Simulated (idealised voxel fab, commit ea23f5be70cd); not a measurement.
Process module, titled voxel self aligned vias
Displayed cross-section: cut, width of 175 nm, square cells sized 5 nm.
Bands, listed from the top down, are how a cross-section gets written in this document; the cross-section itself is a grid of square cells, and a band is one or more rows of them.
It is stipulated that each band's entry specify, in nanometres, the height of the top of the band and then that of its bottom, followed by the materials of the band in left-to-right sequence, each together with its width in nanometres. A single material marked by the word "all across" is understood to fill the band from edge to edge; the word "air" is understood to denote empty space.
The level at which height equals 0 is the one under which the wafer, as it arrives, is entirely one material. No lower edge exists for the bottom band, which continues downward and is notated as in "top 0, no bottom".
The width entry "30..40" should be interpreted row by row: the top row of cells in the band takes the first number, the bottom row takes the second number, and the change between adjacent rows is uniform throughout.
It should be understood that the words "no change occurred", when stated for a given step, signify that the cross-section underwent no change in any of its cells during that step.
The label "closed voids" introduces a list of the empty spaces, 8 cells or larger, that have no open way up to the top; each entry in it reads width x height at distance, where the distance is taken from the left edge and all three are stated in nm.
On each step's line, the part that comes after the settings is the simulator's own comment on the step.
The setting "overlay nm" may be written on the line of a step. When the step uses a mask, the value reports how far to the right of the planned place the mask lay, and a negative value reports that it lay to the left.

**The steps planned for the process are as follows**
1,RECEIVE (material Si)
2,CONFORMAL_DEP (material SiO2; thk nm 10)
3,CONFORMAL_DEP (material SiCN; thk nm 5)
4,DIRECTIONAL_DEP (material SiO2; thk nm 25)
5,PATTERN (tone open; mask id LINES; material resist; width nm 30; pitch nm 65; thk nm 20; overlay nm 0)
6,DIRECTIONAL_ETCH (etch materials SiO2; depth nm 25)
7,STRIP (etch materials resist)
8,CONFORMAL_DEP (material TiN; thk nm 5)
9,FILL_DEP (material W; thk nm 10)
10,CMP (height nm 40)
11,SELECTIVE_ETCH (etch materials W Ru TiN; depth nm 10)
12,FILL_DEP (material SiN; thk nm 10)
13,CMP (height nm 40)
14,DIRECTIONAL_DEP (material SiO2; thk nm 15)
15,DIRECTIONAL_DEP (material aC; thk nm 10)
16,PATTERN (tone open; mask id VIAS; material resist; width nm 50; thk nm 25; overlay nm 0)
17,DIRECTIONAL_ETCH (etch materials aC; depth nm 10)
18,STRIP (etch materials resist)
19,DIRECTIONAL_ETCH (etch materials SiO2; depth nm 15)
20,DIRECTIONAL_ETCH (etch materials SiN; depth nm 10)
21,STRIP (etch materials aC)
22,CONFORMAL_DEP (material TiN; thk nm 5)
23,FILL_DEP (material Ru; thk nm 10)
24,CMP (height nm 55)
25,CONFORMAL_DEP (material SiN; thk nm 5)

**First of the two wafers, run per plan**

**Cross-section of the wafer upon arrival, representing the state reached after step 1**
* top 0, no bottom: Si all across
* closed voids: none

**So this is the wafer cross-section right after step 2**
* top 10, bottom 0: SiO2 all across
* below 0: unchanged

**So this is the wafer cross-section right after step 3**
* top 15, bottom 10: SiCN all across
* below 10: unchanged

**So this is the wafer cross-section right after step 4**
* top 40, bottom 15: SiO2 all across
* below 15: unchanged

**So this is the wafer cross-section right after step 5**
* top 60, bottom 40: 40 nm resist; 30 nm air; 35 nm resist; 30 nm air; 40 nm resist
* below 40: unchanged

**So this is the wafer cross-section right after step 6**
* top 60, bottom 40: 40 nm resist; 30 nm air; 35 nm resist; 30 nm air; 40 nm resist
* top 40, bottom 15: 40 nm SiO2; 30 nm air; 35 nm SiO2; 30 nm air; 40 nm SiO2
* below 15: unchanged

**So this is the wafer cross-section right after step 7**
* top 40, bottom 15: 40 nm SiO2; 30 nm air; 35 nm SiO2; 30 nm air; 40 nm SiO2
* below 15: unchanged

**So this is the wafer cross-section right after step 8**
* top 45, bottom 40: 45 nm TiN; 20 nm air; 45 nm TiN; 20 nm air; 45 nm TiN
* top 40, bottom 20: 40 nm SiO2; 5 nm TiN; 20 nm air; 5 nm TiN; 35 nm SiO2; 5 nm TiN; 20 nm air; 5 nm TiN; 40 nm SiO2
* top 20, bottom 15: 40 nm SiO2; 30 nm TiN; 35 nm SiO2; 30 nm TiN; 40 nm SiO2
* below 15: unchanged

**So this is the wafer cross-section right after step 9**
* top 55, bottom 45: W all across
* top 45, bottom 40: 45 nm TiN; 20 nm W; 45 nm TiN; 20 nm W; 45 nm TiN
* top 40, bottom 20: 40 nm SiO2; 5 nm TiN; 20 nm W; 5 nm TiN; 35 nm SiO2; 5 nm TiN; 20 nm W; 5 nm TiN; 40 nm SiO2
* below 20: unchanged

**So this is the wafer cross-section right after step 10**
* top 40, bottom 20: 40 nm SiO2; 5 nm TiN; 20 nm W; 5 nm TiN; 35 nm SiO2; 5 nm TiN; 20 nm W; 5 nm TiN; 40 nm SiO2
* below 20: unchanged

**So this is the wafer cross-section right after step 11**
* top 40, bottom 30: 40 nm SiO2; 30 nm air; 35 nm SiO2; 30 nm air; 40 nm SiO2
* below 30: unchanged

**So this is the wafer cross-section right after step 12**
* top 50, bottom 40: SiN all across
* top 40, bottom 30: 40 nm SiO2; 30 nm SiN; 35 nm SiO2; 30 nm SiN; 40 nm SiO2
* below 30: unchanged

**So this is the wafer cross-section right after step 13**
* top 40, bottom 30: 40 nm SiO2; 30 nm SiN; 35 nm SiO2; 30 nm SiN; 40 nm SiO2
* below 30: unchanged

**So this is the wafer cross-section right after step 14**
* top 55, bottom 40: SiO2 all across
* below 40: unchanged

**So this is the wafer cross-section right after step 15**
* top 65, bottom 55: aC all across
* below 55: unchanged

**So this is the wafer cross-section right after step 16**
* top 90, bottom 65: 30 nm resist; 50 nm air; 95 nm resist
* below 65: unchanged

**So this is the wafer cross-section right after step 17**
* top 80, bottom 65: 30 nm resist; 50 nm air; 95 nm resist
* top 65, bottom 55: 30 nm aC; 50 nm air; 95 nm aC
* below 55: unchanged

**So this is the wafer cross-section right after step 18**
* top 65, bottom 55: 30 nm aC; 50 nm air; 95 nm aC
* below 55: unchanged

**So this is the wafer cross-section right after step 19**
* top 65, bottom 55: 30 nm aC; 50 nm air; 95 nm aC
* top 55, bottom 40: 30 nm SiO2; 50 nm air; 95 nm SiO2
* below 40: unchanged

**So this is the wafer cross-section right after step 20**
* top 65, bottom 55: 30 nm aC; 50 nm air; 95 nm aC
* top 55, bottom 40: 30 nm SiO2; 50 nm air; 95 nm SiO2
* top 40, bottom 30: 40 nm SiO2; 30 nm air; 35 nm SiO2; 30 nm SiN; 40 nm SiO2
* below 30: unchanged

**So this is the wafer cross-section right after step 21**
* top 55, bottom 40: 30 nm SiO2; 50 nm air; 95 nm SiO2
* below 40: unchanged

**So this is the wafer cross-section right after step 22**
* top 60, bottom 55: 35 nm TiN; 40 nm air; 100 nm TiN
* top 55, bottom 45: 30 nm SiO2; 5 nm TiN; 40 nm air; 5 nm TiN; 95 nm SiO2
* top 45, bottom 40: 30 nm SiO2; 15 nm TiN; 20 nm air; 15 nm TiN; 95 nm SiO2
* top 40, bottom 35: 40 nm SiO2; 5 nm TiN; 20 nm air; 5 nm TiN; 35 nm SiO2; 30 nm SiN; 40 nm SiO2
* top 35, bottom 30: 40 nm SiO2; 30 nm TiN; 35 nm SiO2; 30 nm SiN; 40 nm SiO2
* below 30: unchanged

**So this is the wafer cross-section right after step 23**
* top 70, bottom 60: Ru all across
* top 60, bottom 55: 35 nm TiN; 40 nm Ru; 100 nm TiN
* top 55, bottom 45: 30 nm SiO2; 5 nm TiN; 40 nm Ru; 5 nm TiN; 95 nm SiO2
* top 45, bottom 40: 30 nm SiO2; 15 nm TiN; 20 nm Ru; 15 nm TiN; 95 nm SiO2
* top 40, bottom 35: 40 nm SiO2; 5 nm TiN; 20 nm Ru; 5 nm TiN; 35 nm SiO2; 30 nm SiN; 40 nm SiO2
* below 35: unchanged

**So this is the wafer cross-section right after step 24**
* top 55, bottom 45: 30 nm SiO2; 5 nm TiN; 40 nm Ru; 5 nm TiN; 95 nm SiO2
* below 45: unchanged

**So this is the wafer cross-section right after step 25**
* top 60, bottom 55: SiN all across
* below 55: unchanged

**The remaining wafer, second of the two, started like the first and was run to the same plan, except that one mistake was made along the way; the two coincide through step 1, inclusive**

Second wafer cross-section, taken as of the time the plan sets for step 2 to be done: no change occurred

**Second wafer cross-section, taken as of the time the plan sets for step 3 to be done**
* top 5, bottom 0: SiCN all across
* below 0: unchanged

**Second wafer cross-section, taken as of the time the plan sets for step 4 to be done**
* top 30, bottom 5: SiO2 all across
* below 5: unchanged

**Second wafer cross-section, taken as of the time the plan sets for step 5 to be done**
* top 50, bottom 30: 40 nm resist; 30 nm air; 35 nm resist; 30 nm air; 40 nm resist
* below 30: unchanged

**Second wafer cross-section, taken as of the time the plan sets for step 6 to be done**
* top 50, bottom 30: 40 nm resist; 30 nm air; 35 nm resist; 30 nm air; 40 nm resist
* top 30, bottom 5: 40 nm SiO2; 30 nm air; 35 nm SiO2; 30 nm air; 40 nm SiO2
* below 5: unchanged

**Second wafer cross-section, taken as of the time the plan sets for step 7 to be done**
* top 30, bottom 5: 40 nm SiO2; 30 nm air; 35 nm SiO2; 30 nm air; 40 nm SiO2
* below 5: unchanged

**Second wafer cross-section, taken as of the time the plan sets for step 8 to be done**
* top 35, bottom 30: 45 nm TiN; 20 nm air; 45 nm TiN; 20 nm air; 45 nm TiN
* top 30, bottom 10: 40 nm SiO2; 5 nm TiN; 20 nm air; 5 nm TiN; 35 nm SiO2; 5 nm TiN; 20 nm air; 5 nm TiN; 40 nm SiO2
* top 10, bottom 5: 40 nm SiO2; 30 nm TiN; 35 nm SiO2; 30 nm TiN; 40 nm SiO2
* below 5: unchanged

**Second wafer cross-section, taken as of the time the plan sets for step 9 to be done**
* top 45, bottom 35: W all across
* top 35, bottom 30: 45 nm TiN; 20 nm W; 45 nm TiN; 20 nm W; 45 nm TiN
* top 30, bottom 10: 40 nm SiO2; 5 nm TiN; 20 nm W; 5 nm TiN; 35 nm SiO2; 5 nm TiN; 20 nm W; 5 nm TiN; 40 nm SiO2
* below 10: unchanged

**Second wafer cross-section, taken as of the time the plan sets for step 10 to be done**
* top 40, bottom 35: W all across
* below 35: unchanged

**Second wafer cross-section, taken as of the time the plan sets for step 11 to be done**
* top 30, bottom 10: 40 nm SiO2; 5 nm TiN; 20 nm W; 5 nm TiN; 35 nm SiO2; 5 nm TiN; 20 nm W; 5 nm TiN; 40 nm SiO2
* below 10: unchanged

**Second wafer cross-section, taken as of the time the plan sets for step 12 to be done**
* top 40, bottom 30: SiN all across
* below 30: unchanged

Second wafer cross-section, taken as of the time the plan sets for step 13 to be done: no change occurred

**Second wafer cross-section, taken as of the time the plan sets for step 14 to be done**
* top 55, bottom 40: SiO2 all across
* below 40: unchanged

**Second wafer cross-section, taken as of the time the plan sets for step 15 to be done**
* top 65, bottom 55: aC all across
* below 55: unchanged

**Second wafer cross-section, taken as of the time the plan sets for step 16 to be done**
* top 90, bottom 65: 30 nm resist; 50 nm air; 95 nm resist
* below 65: unchanged

**Second wafer cross-section, taken as of the time the plan sets for step 17 to be done**
* top 80, bottom 65: 30 nm resist; 50 nm air; 95 nm resist
* top 65, bottom 55: 30 nm aC; 50 nm air; 95 nm aC
* below 55: unchanged

**Second wafer cross-section, taken as of the time the plan sets for step 18 to be done**
* top 65, bottom 55: 30 nm aC; 50 nm air; 95 nm aC
* below 55: unchanged

**Second wafer cross-section, taken as of the time the plan sets for step 19 to be done**
* top 65, bottom 55: 30 nm aC; 50 nm air; 95 nm aC
* top 55, bottom 40: 30 nm SiO2; 50 nm air; 95 nm SiO2
* below 40: unchanged

**Second wafer cross-section, taken as of the time the plan sets for step 20 to be done**
* top 65, bottom 55: 30 nm aC; 50 nm air; 95 nm aC
* top 55, bottom 40: 30 nm SiO2; 50 nm air; 95 nm SiO2
* top 40, bottom 30: 30 nm SiN; 50 nm air; 95 nm SiN
* below 30: unchanged

**Second wafer cross-section, taken as of the time the plan sets for step 21 to be done**
* top 55, bottom 40: 30 nm SiO2; 50 nm air; 95 nm SiO2
* below 40: unchanged

**Second wafer cross-section, taken as of the time the plan sets for step 22 to be done**
* top 60, bottom 55: 35 nm TiN; 40 nm air; 100 nm TiN
* top 55, bottom 40: 30 nm SiO2; 5 nm TiN; 40 nm air; 5 nm TiN; 95 nm SiO2
* top 40, bottom 35: 30 nm SiN; 5 nm TiN; 40 nm air; 5 nm TiN; 95 nm SiN
* top 35, bottom 30: 30 nm SiN; 50 nm TiN; 95 nm SiN
* below 30: unchanged

**Second wafer cross-section, taken as of the time the plan sets for step 23 to be done**
* top 70, bottom 60: Ru all across
* top 60, bottom 55: 35 nm TiN; 40 nm Ru; 100 nm TiN
* top 55, bottom 40: 30 nm SiO2; 5 nm TiN; 40 nm Ru; 5 nm TiN; 95 nm SiO2
* top 40, bottom 35: 30 nm SiN; 5 nm TiN; 40 nm Ru; 5 nm TiN; 95 nm SiN
* below 35: unchanged

**Second wafer cross-section, taken as of the time the plan sets for step 24 to be done**
* top 55, bottom 40: 30 nm SiO2; 5 nm TiN; 40 nm Ru; 5 nm TiN; 95 nm SiO2
* below 40: unchanged

**Second wafer cross-section, taken as of the time the plan sets for step 25 to be done**
* top 60, bottom 55: SiN all across
* below 55: unchanged
The plan and the run diverged here: no execution of plan step 2; skipped
In the final state, the cell counts of the second wafer exceed or fall short of those of the first for the following materials: +8 Ru, +38 SiN, -70 SiO2, +8 TiN, +16 W
